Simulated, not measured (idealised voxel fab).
process module | voxel self aligned vias
Section cut is 140 nm wide and gridded with 5 nm square cells.
Cross-section format: a grid of square cells, given as bands from top to bottom; each band is one or more rows of cells. First you get the band's top height and its bottom height, in nm, and then the materials it's made of, left to right, with each width in nm. If you see a single material with "throughout", that one covers the band edge to edge. "empty" is empty space. Heights are expressed relative to 0, this being the level below which the as-received wafer comprises one material exclusively. The lowest band is unbounded in the downward direction and is denoted as in "0 down". The notation "30 to 40" denotes a width that varies across the rows of cells in the band, beginning at the first number in the top row, finishing at the second number in the bottom row, and changing by an identical amount from each row to the next. "remains unaltered" for a step: no cell of the cross-section changed in that step. What "Closed void table" gives you is every empty space of 8 cells or more that is cut off from the top. Each appears as width x height at distance, with the distance taken from the left edge and width, height and distance all in nm. Text after the settings on a step's line: the simulator's own remark on that step. overlay nm: how far to the right of its planned place the mask lay on this masked step (negative: to the left).

[Listed below are the process steps as planned]
1. RECEIVE with material Si
2. CONFORMAL_DEP with material SiO2, thk nm 10
3. CONFORMAL_DEP with material SiCN, thk nm 5
4. DIRECTIONAL_DEP with material lowk, thk nm 20
5. MASKED_ETCH with tone open, mask id LINES, width nm 20, pitch nm 70, etch materials lowk, depth nm 20, overlay nm 0
6. CONFORMAL_DEP with material TiN, thk nm 5
7. FILL_DEP with material Ru, thk nm 5
8. CMP with height nm 35
9. SELECTIVE_ETCH with etch materials W Ru TiN, depth nm 5
10. FILL_DEP with material SiN, thk nm 10
11. CMP with height nm 35
12. DIRECTIONAL_DEP with material lowk, thk nm 20
13. PATTERN with tone open, mask id VIAS, material resist, width nm 40, thk nm 20, overlay nm 0
14. DIRECTIONAL_ETCH with etch materials lowk, depth nm 20
15. DIRECTIONAL_ETCH with etch materials SiN, depth nm 5
16. STRIP with etch materials resist
17. CONFORMAL_DEP with material TiN, thk nm 5
18. FILL_DEP with material Cu, thk nm 10
19. CMP with height nm 55
20. CONFORMAL_DEP with material SiCN, thk nm 5
It is noted that the wafers described herein are identical at the outset and are distinguished by the width nm of step 5; the value stated in the plan corresponds to the first wafer.

[The first of several wafers in cross-section, exactly as it reached us after step 1]
* 0 down  Si throughout
* Closed void table: none

[At the end of the module, after its last step, step 20, the first of several wafers appears in cross-section as follows]
* 60 to 55  SiCN throughout
* 55 to 40  lowk (15), TiN (5), Cu (30), TiN (5), lowk (85)
* 40 to 35  lowk (15), TiN (15), Cu (10), TiN (15), lowk (85)
* 35 to 30  lowk (25), TiN (20), lowk (50), SiN (20), lowk (25)
* 30 to 20  lowk (25), TiN (5), Ru (10), TiN (5), lowk (50), TiN (5), Ru (10), TiN (5), lowk (25)
* 20 to 15  lowk (25), TiN (20), lowk (50), TiN (20), lowk (25)
* 15 to 10  SiCN throughout
* 10 to 0  SiO2 throughout
* 0 down  Si throughout
* Closed void table: none

[Cross-section of the last wafer at end of module]
* 60 to 55  SiCN throughout
* 55 to 35  lowk (15), TiN (5), Cu (30), TiN (5), lowk (85)
* 35 to 30  lowk (15), TiN (40), lowk (30), SiN (40), lowk (15)
* 30 to 20  lowk (15), TiN (5), Ru (30), TiN (5), lowk (30), TiN (5), Ru (30), TiN (5), lowk (15)
* 20 to 15  lowk (15), TiN (40), lowk (30), TiN (40), lowk (15)
* 15 to 10  SiCN throughout
* 10 to 0  SiO2 throughout
* 0 down  Si throughout
* Closed void table: none

[Quick key for the table: a row per wafer, taken at the end of the module. For each material it tells you how many cells the wafer gained (+) or lost (-) since it came in, and the closed voids come after]
width nm 20, +20 Cu, +8 Ru, +56 SiCN, +4 SiN, +56 SiO2, +32 TiN, +160 lowk, Closed void table: none
width nm 25, +21 Cu, +12 Ru, +56 SiCN, +5 SiN, +56 SiO2, +34 TiN, +152 lowk, Closed void table: none
width nm 30, +22 Cu, +16 Ru, +56 SiCN, +6 SiN, +56 SiO2, +36 TiN, +144 lowk, Closed void table: none
width nm 35, +23 Cu, +20 Ru, +56 SiCN, +7 SiN, +56 SiO2, +38 TiN, +136 lowk, Closed void table: none
width nm 40, +24 Cu, +24 Ru, +56 SiCN, +8 SiN, +56 SiO2, +40 TiN, +128 lowk, Closed void table: none
